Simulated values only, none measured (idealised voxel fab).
You're looking at the process module voxel wiring stack.
In the cross-section labelled cut, the width is 200 nm and each square cell is 5 nm.
Format of a cross-section: grid, square cells. Given as bands. Order: top down. Band: one or more rows of cells. The entry gives the band's vertical extent as a top height and a bottom height in nm, then its horizontal make-up as materials from left to right, each with a width in nm. "empty" stands for empty space; a single material marked "edge to edge" fills the band edge to edge. Basically, 0 is our baseline, since under it the wafer straight out of the box is all one material. The bottom band has no lower end and keeps on going down, so it looks like "0 and below". Graded width ("30 to 40"): value in top row of band = first number; value in bottom row = second number; row-to-row change constant. "identical to before" means the step left every cell of the cross-section as it was. "Enclosed void inventory" enumerates empty spaces isolated from the top, with no open way to it, that contain at least 8 cells, giving each as width x height at distance from the left edge, all three in nm. after a step's settings: what the simulator itself notes on the step. "overlay nm" on a masked step: distance the mask lay right of its planned place, negative for left.

Below is the list of planned process steps:
1,RECEIVE, material Si
2,CONFORMAL_DEP, material SiO2, thk nm 15
3,CONFORMAL_DEP, material SiN, thk nm 5
4,DIRECTIONAL_DEP, material lowk, thk nm 25
5,DIRECTIONAL_DEP, material aC, thk nm 10
6,PATTERN, tone open, mask id METAL_1, material resist, width nm 25, pitch nm 45, thk nm 30, overlay nm 0
7,DIRECTIONAL_ETCH, etch materials aC, depth nm 10
8,STRIP, etch materials resist
9,DIRECTIONAL_ETCH, etch materials lowk, depth nm 25
10,DIRECTIONAL_ETCH, etch materials SiN, depth nm 5
11,STRIP, etch materials aC
12,CONFORMAL_DEP, material TiN, thk nm 5
13,FILL_DEP, material Ru, thk nm 5
14,CMP, height nm 45
15,CONFORMAL_DEP, material SiCN, thk nm 5
16,DIRECTIONAL_DEP, material SiO2, thk nm 15
17,MASKED_ETCH, tone open, mask id PLUG_1, width nm 15, pitch nm 45, etch materials SiO2, depth nm 15, overlay nm 0
18,MASKED_ETCH, tone open, mask id PLUG_1, width nm 15, pitch nm 45, etch materials SiCN, depth nm 5, overlay nm 0
19,EPI, material Ru, thk nm 10
20,EPI, material Ru, thk nm 10
21,CONFORMAL_DEP, material SiN, thk nm 5
22,DIRECTIONAL_DEP, material lowk, thk nm 20
23,MASKED_ETCH, tone open, mask id METAL_2, width nm 25, pitch nm 45, etch materials lowk, depth nm 20, overlay nm 0
24,MASKED_ETCH, tone open, mask id METAL_2, width nm 25, pitch nm 45, etch materials SiN, depth nm 5, overlay nm 0
25,CONFORMAL_DEP, material TiN, thk nm 5
26,FILL_DEP, material Ru, thk nm 10
27,CMP, height nm 90
28,CONFORMAL_DEP, material SiCN, thk nm 5
29,DIRECTIONAL_DEP, material SiO2, thk nm 10
30,MASKED_ETCH, tone open, mask id PLUG_2, width nm 15, etch materials SiO2, depth nm 10, overlay nm 0
31,MASKED_ETCH, tone open, mask id PLUG_2, width nm 15, etch materials SiCN, depth nm 5, overlay nm 0
32,EPI, material Ru, thk nm 10
33,EPI, material Ru, thk nm 5
34,CONFORMAL_DEP, material SiN, thk nm 5
35,DIRECTIONAL_DEP, material lowk, thk nm 20
36,DIRECTIONAL_DEP, material aC, thk nm 15
37,PATTERN, tone open, mask id METAL_3, material resist, width nm 25, pitch nm 45, thk nm 30, overlay nm 0
38,DIRECTIONAL_ETCH, etch materials aC, depth nm 15
39,STRIP, etch materials resist
40,DIRECTIONAL_ETCH, etch materials lowk, depth nm 20
41,DIRECTIONAL_ETCH, etch materials SiN, depth nm 5
42,STRIP, etch materials aC
43,CONFORMAL_DEP, material TiN, thk nm 5
44,FILL_DEP, material Ru, thk nm 5
45,CMP, height nm 130
46,CONFORMAL_DEP, material SiCN, thk nm 5

Here's what the wafer looked like in cross-section when it arrived - that's after step 1:
* 0 and below: Si edge to edge
* Enclosed void inventory: none

Cross-sectional image of the first of two wafers at the end of the module, the run having proceeded as planned:
* 135 down to 130: SiCN edge to edge
* 130 down to 110: 65 lowk, 5 TiN, 15 Ru, 5 TiN, 20 lowk, 5 TiN, 15 Ru, 5 TiN, 65 lowk
* 110 down to 105: 65 SiN, 25 TiN, 20 SiN, 25 TiN, 65 SiN
* 105 down to 95: 65 SiO2, 15 Ru, 120 SiO2
* 95 down to 90: 65 SiCN, 15 Ru, 120 SiCN
* 90 down to 70: 65 lowk, 5 TiN, 15 Ru, 5 TiN, 20 lowk, 5 TiN, 15 Ru, 5 TiN, 65 lowk
* 70 down to 65: 65 SiN, 25 TiN, 20 SiN, 25 TiN, 65 SiN
* 65 down to 50: 65 SiO2, 15 Ru, 30 SiO2, 15 Ru, 75 SiO2
* 50 down to 45: 65 SiCN, 15 Ru, 30 SiCN, 15 Ru, 75 SiCN
* 45 down to 20: 65 lowk, 5 TiN, 15 Ru, 5 TiN, 20 lowk, 5 TiN, 15 Ru, 5 TiN, 65 lowk
* 20 down to 15: 65 SiN, 25 TiN, 20 SiN, 25 TiN, 65 SiN
* 15 down to 0: SiO2 edge to edge
* 0 and below: Si edge to edge
* Enclosed void inventory: none

This cross-section belongs to the second wafer of two at the end of the module; the start and the plan were shared with the first, and the run included one mistake:
* 135 down to 130: SiCN edge to edge
* 130 down to 110: 65 lowk, 5 TiN, 15 Ru, 5 TiN, 20 lowk, 5 TiN, 15 Ru, 5 TiN, 65 lowk
* 110 down to 105: 65 SiN, 25 TiN, 20 SiN, 25 TiN, 65 SiN
* 105 down to 95: 65 SiO2, 15 Ru, 120 SiO2
* 95 down to 90: 65 SiCN, 15 Ru, 120 SiCN
* 90 down to 70: 65 lowk, 5 TiN, 15 Ru, 5 TiN, 20 lowk, 5 TiN, 15 Ru, 5 TiN, 65 lowk
* 70 down to 65: 65 SiN, 25 TiN, 20 SiN, 25 TiN, 65 SiN
* 65 down to 50: 65 SiO2, 20 Ru, 25 SiO2, 20 Ru, 70 SiO2
* 50 down to 45: 65 SiCN, 15 Ru, 30 SiCN, 15 Ru, 75 SiCN
* 45 down to 20: 65 lowk, 5 TiN, 15 Ru, 5 TiN, 20 lowk, 5 TiN, 15 Ru, 5 TiN, 65 lowk
* 20 down to 15: 65 SiN, 25 TiN, 20 SiN, 25 TiN, 65 SiN
* 15 down to 0: SiO2 edge to edge
* 0 and below: Si edge to edge
* Enclosed void inventory: none
The mistake made against the process plan was this: in deviation from the planned setting, step 17 was conducted as MASKED_ETCH, tone open, mask id PLUG_1, width nm 20, pitch nm 45, etch materials SiO2, depth nm 15, overlay nm 0
It is noted that, at the conclusion of processing, the second wafer exhibits a higher or lower cell count for certain materials relative to the first: Ru +6; SiO2 -6
